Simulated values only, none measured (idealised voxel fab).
process module | voxel capacitor over wiring
cross-section cut | 280 nm wide | cells 5 nm
A cross-section is a grid of square cells, given in bands from the top down. A band is one or more rows of cells.
Each band's line starts with the height of the band's top and of its bottom, in nm. Then come its materials from left to right, each with its width in nm. One material with "throughout" fills the band from edge to edge. "air" is empty space.
Height 0 is the level under which the wafer as received is all one material. The lowest band goes on downwards, as in "0 down".
A width such as "30 to 40" changes by the same amount from each row of cells to the next, from the band's top row to its bottom row.
"no change" after a step means that no cell of the cross-section changed.
closed voids: empty space of 8 cells or more with no open way to the top, each as width x height at its distance from the left edge, in nm
after a step's settings: what the simulator itself notes on the step
overlay nm, on a step with a mask: how far to the right of its planned place the mask lay; to the left if negative
plan
1 op RECEIVE | material Si
2 op CONFORMAL_DEP | material SiO2 | thk nm 10
3 op CONFORMAL_DEP | material SiN | thk nm 5
4 op DIRECTIONAL_DEP | material lowk | thk nm 20
5 op DIRECTIONAL_DEP | material aC | thk nm 10
6 op PATTERN | tone open | mask id METAL_1 | material resist | width nm 30 | pitch nm 80 | thk nm 25 | overlay nm 0
7 op DIRECTIONAL_ETCH | etch materials aC | depth nm 10
8 op STRIP | etch materials resist
9 op DIRECTIONAL_ETCH | etch materials lowk | depth nm 20
10 op DIRECTIONAL_ETCH | etch materials SiN | depth nm 5
11 op STRIP | etch materials aC
12 op CONFORMAL_DEP | material TiN | thk nm 5
13 op FILL_DEP | material Ru | thk nm 10
14 op CMP | height nm 35
15 op EPI | material Ru | thk nm 5
16 op FILL_DEP | material SiCN | thk nm 5
17 op DIRECTIONAL_DEP | material SiO2 | thk nm 20
18 op PATTERN | tone open | mask id PLUG_1 | material resist | width nm 15 | thk nm 15 | overlay nm 0
19 op DIRECTIONAL_ETCH | etch materials SiO2 | depth nm 20
20 op DIRECTIONAL_ETCH | etch materials SiCN | depth nm 5
21 op STRIP | etch materials resist
22 op EPI | material Ru | thk nm 10
23 op EPI | material Ru | thk nm 10
24 op EPI | material Ru | thk nm 5
25 op DIRECTIONAL_DEP | material TiN | thk nm 5
26 op DIRECTIONAL_DEP | material Al2O3 | thk nm 5
27 op DIRECTIONAL_DEP | material TiN | thk nm 5
28 op MASKED_ETCH | tone cover | mask id UPPER_PLATE | width nm 55 | etch materials TiN | depth nm 5 | overlay nm 0
29 op MASKED_ETCH | tone cover | mask id UPPER_PLATE | width nm 55 | etch materials Al2O3 | depth nm 5 | overlay nm 0
30 op PATTERN | tone cover | mask id LOWER_PLATE | material resist | width nm 65 | thk nm 20 | overlay nm 0
31 op DIRECTIONAL_ETCH | etch materials TiN | depth nm 5
32 op STRIP | etch materials resist
33 op FILL_DEP | material SiO2 | thk nm 15
34 op CMP | height nm 90
35 op PATTERN | tone open | mask id PLUG_2 | material resist | width nm 15 | thk nm 20 | overlay nm 0
36 op DIRECTIONAL_ETCH | etch materials SiO2 | depth nm 10
37 op STRIP | etch materials resist
38 op CONFORMAL_DEP | material TiN | thk nm 5
39 op FILL_DEP | material W | thk nm 5
40 op CMP | height nm 90
41 op CONFORMAL_DEP | material SiN | thk nm 5
first wafer, as planned
as received, after step 1
  0 down: Si throughout
  closed voids: none
after step 2
  10 to 0: SiO2 throughout
  below 0: unchanged
after step 3
  15 to 10: SiN throughout
  below 10: unchanged
after step 4
  35 to 15: lowk throughout
  below 15: unchanged
after step 5
  45 to 35: aC throughout
  below 35: unchanged
after step 6
  70 to 45: resist 85 | air 30 | resist 50 | air 30 | resist 85
  below 45: unchanged
after step 7
  60 to 45: resist 85 | air 30 | resist 50 | air 30 | resist 85
  45 to 35: aC 85 | air 30 | aC 50 | air 30 | aC 85
  below 35: unchanged
after step 8
  45 to 35: aC 85 | air 30 | aC 50 | air 30 | aC 85
  below 35: unchanged
after step 9
  45 to 35: aC 85 | air 30 | aC 50 | air 30 | aC 85
  35 to 15: lowk 85 | air 30 | lowk 50 | air 30 | lowk 85
  below 15: unchanged
after step 10
  45 to 35: aC 85 | air 30 | aC 50 | air 30 | aC 85
  35 to 15: lowk 85 | air 30 | lowk 50 | air 30 | lowk 85
  15 to 10: SiN 85 | air 30 | SiN 50 | air 30 | SiN 85
  below 10: unchanged
after step 11
  35 to 15: lowk 85 | air 30 | lowk 50 | air 30 | lowk 85
  below 15: unchanged
after step 12
  40 to 35: TiN 90 | air 20 | TiN 60 | air 20 | TiN 90
  35 to 15: lowk 85 | TiN 5 | air 20 | TiN 5 | lowk 50 | TiN 5 | air 20 | TiN 5 | lowk 85
  15 to 10: SiN 85 | TiN 30 | SiN 50 | TiN 30 | SiN 85
  below 10: unchanged
after step 13
  50 to 40: Ru throughout
  40 to 35: TiN 90 | Ru 20 | TiN 60 | Ru 20 | TiN 90
  35 to 15: lowk 85 | TiN 5 | Ru 20 | TiN 5 | lowk 50 | TiN 5 | Ru 20 | TiN 5 | lowk 85
  below 15: unchanged
after step 14
  35 to 15: lowk 85 | TiN 5 | Ru 20 | TiN 5 | lowk 50 | TiN 5 | Ru 20 | TiN 5 | lowk 85
  below 15: unchanged
after step 15
  40 to 35: air 80 | Ru 40 | air 40 | Ru 40 | air 80
  below 35: unchanged
after step 16
  45 to 40: SiCN throughout
  40 to 35: SiCN 80 | Ru 40 | SiCN 40 | Ru 40 | SiCN 80
  below 35: unchanged
after step 17
  65 to 45: SiO2 throughout
  below 45: unchanged
after step 18
  80 to 65: resist 100 | air 15 | resist 165
  below 65: unchanged
after step 19
  80 to 65: resist 100 | air 15 | resist 165
  65 to 45: SiO2 100 | air 15 | SiO2 165
  below 45: unchanged
after step 20
  80 to 65: resist 100 | air 15 | resist 165
  65 to 45: SiO2 100 | air 15 | SiO2 165
  45 to 40: SiCN 100 | air 15 | SiCN 165
  below 40: unchanged
after step 21
  65 to 45: SiO2 100 | air 15 | SiO2 165
  below 45: unchanged
after step 22
  65 to 50: SiO2 100 | air 15 | SiO2 165
  50 to 45: SiO2 100 | Ru 15 | SiO2 165
  45 to 40: SiCN 100 | Ru 15 | SiCN 165
  below 40: unchanged
after step 23
  65 to 60: SiO2 100 | air 15 | SiO2 165
  60 to 45: SiO2 100 | Ru 15 | SiO2 165
  below 45: unchanged
after step 24
  65 to 45: SiO2 100 | Ru 15 | SiO2 165
  below 45: unchanged
after step 25
  70 to 65: TiN throughout
  below 65: unchanged
after step 26
  75 to 70: Al2O3 throughout
  below 70: unchanged
after step 27
  80 to 75: TiN throughout
  below 75: unchanged
after step 28
  80 to 75: air 100 | TiN 55 | air 125
  below 75: unchanged
after step 29
  80 to 75: air 100 | TiN 55 | air 125
  75 to 70: air 100 | Al2O3 55 | air 125
  below 70: unchanged
after step 30
  100 to 80: air 95 | resist 65 | air 120
  80 to 75: air 95 | resist 5 | TiN 55 | resist 5 | air 120
  75 to 70: air 95 | resist 5 | Al2O3 55 | resist 5 | air 120
  below 70: unchanged
after step 31
  100 to 80: air 95 | resist 65 | air 120
  80 to 75: air 95 | resist 5 | TiN 55 | resist 5 | air 120
  75 to 70: air 95 | resist 5 | Al2O3 55 | resist 5 | air 120
  70 to 65: air 95 | TiN 65 | air 120
  below 65: unchanged
after step 32
  80 to 75: air 100 | TiN 55 | air 125
  75 to 70: air 100 | Al2O3 55 | air 125
  below 70: unchanged
after step 33
  95 to 80: SiO2 throughout
  80 to 75: SiO2 100 | TiN 55 | SiO2 125
  75 to 70: SiO2 100 | Al2O3 55 | SiO2 125
  70 to 65: SiO2 95 | TiN 65 | SiO2 120
  below 65: unchanged
after step 34
  90 to 80: SiO2 throughout
  below 80: unchanged
after step 35
  110 to 90: resist 110 | air 15 | resist 155
  below 90: unchanged
after step 36
  110 to 90: resist 110 | air 15 | resist 155
  90 to 80: SiO2 110 | air 15 | SiO2 155
  below 80: unchanged
after step 37
  90 to 80: SiO2 110 | air 15 | SiO2 155
  below 80: unchanged
after step 38
  95 to 90: TiN 115 | air 5 | TiN 160
  90 to 85: SiO2 110 | TiN 5 | air 5 | TiN 5 | SiO2 155
  85 to 75: SiO2 110 to 100 | TiN 15 to 55 | SiO2 155 to 125
  below 75: unchanged
after step 39
  100 to 95: W throughout
  95 to 90: TiN 115 | W 5 | TiN 160
  90 to 85: SiO2 110 | TiN 5 | W 5 | TiN 5 | SiO2 155
  below 85: unchanged
after step 40
  90 to 85: SiO2 110 | TiN 5 | W 5 | TiN 5 | SiO2 155
  below 85: unchanged
after step 41
  95 to 90: SiN throughout
  below 90: unchanged
second wafer: like start, like plan, one mistake. Through step 40 it matches the first wafer
when step 41 should have ended
  95 to 90: aC throughout
  below 90: unchanged
what went wrong: step 41 ran as: op CONFORMAL_DEP | material aC | thk nm 5
at the end the second wafer has, in cells: 56 fewer of SiN | 56 more of aC
